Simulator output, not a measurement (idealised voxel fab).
Process module in this document: voxel plated lines
In the cross-section labelled cut, the width is 210 nm and each square cell is 5 nm.
A cross-section is a grid of square cells, given in bands from the top down. A band is one or more rows of cells. Band entry format. Leading values: height of top, height of bottom, nm. Remainder: materials in left-to-right order, each with its width in nm. Special words: "all across" on a single material, which then fills the band edge to edge; "empty", empty space. The level at which height equals 0 is the one under which the wafer, as it arrives, is entirely one material. No lower edge exists for the bottom band, which continues downward and is notated as in "0 -> down". Width: "30 to 40" (first number = top row, second number = bottom row, same change from row to row of cells). A step reported as "stayed the same" is a step in which no cell of the cross-section changed. Empty spaces counting at least 8 cells and having no open way to the top are listed in "Sealed void listing". The notation width x height at distance is used for each, the distance being from the left edge and all three values in nm. That trailing text on a step's line, after the settings, is the simulator's own remark on the step. overlay nm: for a step with a mask, the amount by which the mask lay right of where it was planned; a negative amount means left of it.

[This section lists the process steps that were planned]
| 1 | RECEIVE: material Si |
| 2 | CONFORMAL_DEP: material SiN, thk nm 10 |
| 3 | DIRECTIONAL_DEP: material TiN, thk nm 5 |
| 4 | PATTERN: tone open, mask id LINES, material resist, width nm 20, pitch nm 45, thk nm 30, overlay nm 0 |
| 5 | EPI: material Ru, thk nm 10 |
| 6 | EPI: material Ru, thk nm 10 |
| 7 | STRIP: etch materials resist |
| 8 | DIRECTIONAL_ETCH: etch materials TiN, depth nm 5 |
| 9 | CONFORMAL_DEP: material SiCN, thk nm 5 |

[Received-state cross-section, reflecting completion of step 1]
- 0 -> down: Si all across
- Sealed void listing: none

[Look at the cross-section after the module: the wafer started out the way shown above and the plan was the one shown above, yet one mistake was made along the way]
- 50 -> 45: 20 of empty  30 of SiCN  15 of empty  30 of SiCN  15 of empty  30 of SiCN  15 of empty  30 of SiCN  25 of empty
- 45 -> 15: 20 of empty  5 of SiCN  20 of Ru  5 of SiCN  15 of empty  5 of SiCN  20 of Ru  5 of SiCN  15 of empty  5 of SiCN  20 of Ru  5 of SiCN  15 of empty  5 of SiCN  20 of Ru  5 of SiCN  25 of empty
- 15 -> 10: 25 of SiCN  20 of TiN  25 of SiCN  20 of TiN  25 of SiCN  20 of TiN  25 of SiCN  20 of TiN  30 of SiCN
- 10 -> 0: SiN all across
- 0 -> down: Si all across
- Sealed void listing: none
The plan and the run diverged here: twice-run step: one of the identical 5 and 6, not identifiable
